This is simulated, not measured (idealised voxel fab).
The document below concerns the process module designated voxel self aligned vias.
The cross-section shown here is cut; it is 270 nm wide and divided into square cells measuring 5 nm on a side.
Reading order for cross-sections: top band down to bottom band. Underlying form: a grid of square cells. Band size: one or more rows of cells. Top, bottom (nm), then materials left to right with widths (nm); lone material tagged "throughout" fills the whole band edge to edge; "blank" = empty space. Heights from 0 (as-received wafer is one material below). Bottom band endless downward, as "0..down". Top row gets the first number, bottom row gets the second, and each row in between changes by the same step: that is how a band width like "30 to 40" works. No cell of the cross-section changed in a step that is given as "changes: none". This entry, "Sealed-off cavities", enumerates those empty regions of no fewer than 8 cells that possess no open connection to the top. Each region is reported in the form width x height at distance, the distance being taken from the left edge, with all three quantities expressed in nm. Heads up: the bit after the settings on a step's line is the simulator's remark on that step. On any step carrying a mask, the "overlay nm" setting, if present on the step's line, tells how far right of its planned place the mask lay; negative values point to the left.

Process steps (planned)
step 1: RECEIVE (material Si)
step 2: CONFORMAL_DEP (material SiO2; thk nm 10)
step 3: CONFORMAL_DEP (material SiCN; thk nm 5)
step 4: DIRECTIONAL_DEP (material SiO2; thk nm 30)
step 5: PATTERN (tone open; mask id LINES; material resist; width nm 25; pitch nm 65; thk nm 20; overlay nm 0)
step 6: DIRECTIONAL_ETCH (etch materials SiO2; depth nm 30)
step 7: STRIP (etch materials resist)
step 8: CONFORMAL_DEP (material TiN; thk nm 5)
step 9: FILL_DEP (material W; thk nm 10)
step 10: CMP (height nm 45)
step 11: SELECTIVE_ETCH (etch materials W Ru TiN; depth nm 5)
step 12: FILL_DEP (material SiN; thk nm 5)
step 13: CMP (height nm 45)
step 14: DIRECTIONAL_DEP (material SiO2; thk nm 20)
step 15: MASKED_ETCH (tone open; mask id VIAS; width nm 35; pitch nm 65; etch materials SiO2; depth nm 20; overlay nm 0)
step 16: MASKED_ETCH (tone open; mask id VIAS; width nm 35; pitch nm 65; etch materials SiN; depth nm 5; overlay nm 0)
step 17: CONFORMAL_DEP (material TiN; thk nm 5)
step 18: FILL_DEP (material Cu; thk nm 10)
step 19: CMP (height nm 65)
step 20: CONFORMAL_DEP (material SiCN; thk nm 5)

First of two wafers, with the run carried out as planned

As-received wafer cross-section (after step 1)
0..down | Si throughout
Sealed-off cavities: none

Sectional view: wafer, after step 2
10..0 | SiO2 throughout
Unchanged below 0.

Sectional view: wafer, after step 3
15..10 | SiCN throughout
Unchanged below 10.

Sectional view: wafer, after step 4
45..15 | SiO2 throughout
Unchanged below 15.

Sectional view: wafer, after step 5
65..45 | resist 55, blank 25, resist 40, blank 25, resist 40, blank 25, resist 60
Unchanged below 45.

Sectional view: wafer, after step 6
65..45 | resist 55, blank 25, resist 40, blank 25, resist 40, blank 25, resist 60
45..15 | SiO2 55, blank 25, SiO2 40, blank 25, SiO2 40, blank 25, SiO2 60
Unchanged below 15.

Sectional view: wafer, after step 7
45..15 | SiO2 55, blank 25, SiO2 40, blank 25, SiO2 40, blank 25, SiO2 60
Unchanged below 15.

Sectional view: wafer, after step 8
50..45 | TiN 60, blank 15, TiN 50, blank 15, TiN 50, blank 15, TiN 65
45..20 | SiO2 55, TiN 5, blank 15, TiN 5, SiO2 40, TiN 5, blank 15, TiN 5, SiO2 40, TiN 5, blank 15, TiN 5, SiO2 60
20..15 | SiO2 55, TiN 25, SiO2 40, TiN 25, SiO2 40, TiN 25, SiO2 60
Unchanged below 15.

Sectional view: wafer, after step 9
60..50 | W throughout
50..45 | TiN 60, W 15, TiN 50, W 15, TiN 50, W 15, TiN 65
45..20 | SiO2 55, TiN 5, W 15, TiN 5, SiO2 40, TiN 5, W 15, TiN 5, SiO2 40, TiN 5, W 15, TiN 5, SiO2 60
Unchanged below 20.

Sectional view: wafer, after step 10
45..20 | SiO2 55, TiN 5, W 15, TiN 5, SiO2 40, TiN 5, W 15, TiN 5, SiO2 40, TiN 5, W 15, TiN 5, SiO2 60
Unchanged below 20.

Sectional view: wafer, after step 11
45..40 | SiO2 55, blank 25, SiO2 40, blank 25, SiO2 40, blank 25, SiO2 60
Unchanged below 40.

Sectional view: wafer, after step 12
50..45 | SiN throughout
45..40 | SiO2 55, SiN 25, SiO2 40, SiN 25, SiO2 40, SiN 25, SiO2 60
Unchanged below 40.

Sectional view: wafer, after step 13
45..40 | SiO2 55, SiN 25, SiO2 40, SiN 25, SiO2 40, SiN 25, SiO2 60
Unchanged below 40.

Sectional view: wafer, after step 14
65..45 | SiO2 throughout
Unchanged below 45.

Sectional view: wafer, after step 15
65..45 | SiO2 50, blank 35, SiO2 30, blank 35, SiO2 30, blank 35, SiO2 55
Unchanged below 45.

Sectional view: wafer, after step 16
65..45 | SiO2 50, blank 35, SiO2 30, blank 35, SiO2 30, blank 35, SiO2 55
45..40 | SiO2 55, blank 25, SiO2 40, blank 25, SiO2 40, blank 25, SiO2 60
Unchanged below 40.

Sectional view: wafer, after step 17
70..65 | TiN 55, blank 25, TiN 40, blank 25, TiN 40, blank 25, TiN 60
65..50 | SiO2 50, TiN 5, blank 25, TiN 5, SiO2 30, TiN 5, blank 25, TiN 5, SiO2 30, TiN 5, blank 25, TiN 5, SiO2 55
50..45 | SiO2 50, TiN 10, blank 15, TiN 10, SiO2 30, TiN 10, blank 15, TiN 10, SiO2 30, TiN 10, blank 15, TiN 10, SiO2 55
45..40 | SiO2 55, TiN 25, SiO2 40, TiN 25, SiO2 40, TiN 25, SiO2 60
Unchanged below 40.

Sectional view: wafer, after step 18
80..70 | Cu throughout
70..65 | TiN 55, Cu 25, TiN 40, Cu 25, TiN 40, Cu 25, TiN 60
65..50 | SiO2 50, TiN 5, Cu 25, TiN 5, SiO2 30, TiN 5, Cu 25, TiN 5, SiO2 30, TiN 5, Cu 25, TiN 5, SiO2 55
50..45 | SiO2 50, TiN 10, Cu 15, TiN 10, SiO2 30, TiN 10, Cu 15, TiN 10, SiO2 30, TiN 10, Cu 15, TiN 10, SiO2 55
Unchanged below 45.

Sectional view: wafer, after step 19
65..50 | SiO2 50, TiN 5, Cu 25, TiN 5, SiO2 30, TiN 5, Cu 25, TiN 5, SiO2 30, TiN 5, Cu 25, TiN 5, SiO2 55
Unchanged below 50.

Sectional view: wafer, after step 20
70..65 | SiCN throughout
Unchanged below 65.

Second wafer: like start, like plan, one mistake. Through step 13 it matches the first wafer

Second wafer cross-section, taken as of the time the plan sets for step 14 to be done
65..45 | Ru throughout
Unchanged below 45.

Second wafer cross-section, taken as of the time the plan sets for step 15 to be done: changes: none

Second wafer cross-section, taken as of the time the plan sets for step 16 to be done: changes: none

Second wafer cross-section, taken as of the time the plan sets for step 17 to be done
70..65 | TiN throughout
Unchanged below 65.

Second wafer cross-section, taken as of the time the plan sets for step 18 to be done
80..70 | Cu throughout
Unchanged below 70.

Second wafer cross-section, taken as of the time the plan sets for step 19 to be done
65..45 | Ru throughout
Unchanged below 45.

Second wafer cross-section, taken as of the time the plan sets for step 20 to be done
70..65 | SiCN throughout
Unchanged below 65.
Heads up, the wafer didn't run the way we planned it: step 14, actual vs plan mismatch, actual run DIRECTIONAL_DEP (material Ru; thk nm 20)
Count the cells at the end and the second wafer has more or fewer of some materials than the first: 54 fewer of Cu; 216 more of Ru; 15 more of SiN; 132 fewer of SiO2; 45 fewer of TiN
